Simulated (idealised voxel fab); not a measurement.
Documented hereafter: the process module known as voxel double patterning.
Displayed cross-section: cut, width of 235 nm, square cells sized 5 nm.
How to read a cross-section here: the picture is a grid of square cells, written as bands going from the top down, and any band can span one or more rows of cells.
Band entry format. Leading values: height of top, height of bottom, nm. Remainder: materials in left-to-right order, each with its width in nm. Special words: "everywhere" on a single material, which then fills the band edge to edge; "air", empty space.
Heads up on the height convention: 0 is the point under which the incoming wafer is all one material, and the lowest band has no bottom, it just keeps going down, like "0 nm and below".
The expression "30->40" gives the width at the extremes of the band, the first number at its top row of cells and the second at its bottom row, with the width changing by equal amounts from each row to the next in between.
Reading "all unchanged" for a step: not a cell of the cross-section changed in it.
Closed empty spaces (no open way to the top) of 8 cells or more are what "Encapsulated voids" lists, each as width x height at distance from the left edge, nm for all three.
Step line, after settings: the simulator's comment on this step.
"overlay nm", when on a step's line for a step with a mask, measures how far to the right of its planned place the mask lay; a negative measure means to the left.

PLANNED PROCESS STEPS
| 1 | RECEIVE: material Si |
| 2 | CONFORMAL_DEP: material SiO2, thk nm 10 |
| 3 | DIRECTIONAL_DEP: material W, thk nm 15 |
| 4 | DIRECTIONAL_DEP: material SiN, thk nm 10 |
| 5 | DIRECTIONAL_DEP: material aC, thk nm 15 |
| 6 | PATTERN: tone open, mask id FIRST, material resist, width nm 15, pitch nm 50, thk nm 35, overlay nm 0 |
| 7 | DIRECTIONAL_ETCH: etch materials aC, depth nm 15 |
| 8 | STRIP: etch materials resist |
| 9 | DIRECTIONAL_ETCH: etch materials SiN, depth nm 10 |
| 10 | STRIP: etch materials aC |
| 11 | PATTERN: tone open, mask id SECOND, material resist, width nm 15, pitch nm 50, thk nm 15, overlay nm 0 |
| 12 | DIRECTIONAL_ETCH: etch materials SiN, depth nm 10 |
| 13 | STRIP: etch materials resist |
| 14 | DIRECTIONAL_ETCH: etch materials W, depth nm 15 |
| 15 | STRIP: etch materials SiN |

CROSS-SECTION OF THE WAFER UPON ARRIVAL, REPRESENTING THE STATE REACHED AFTER STEP 1
  0 nm and below = Si everywhere
  Encapsulated voids: none

LOOK AT THE CROSS-SECTION AFTER THE MODULE: THE WAFER STARTED OUT THE WAY SHOWN ABOVE AND THE PLAN WAS THE ONE SHOWN ABOVE, YET ONE MISTAKE WAS MADE ALONG THE WAY
  40 nm to 25 nm = W 60 nm / air 15 nm / W 10 nm / air 15 nm / W 10 nm / air 15 nm / W 10 nm / air 15 nm / W 10 nm / air 15 nm / W 60 nm
  25 nm to 10 nm = W everywhere
  10 nm to 0 nm = SiO2 everywhere
  0 nm and below = Si everywhere
  Encapsulated voids: none
Plan not followed: execution of plan step 3 occurred twice
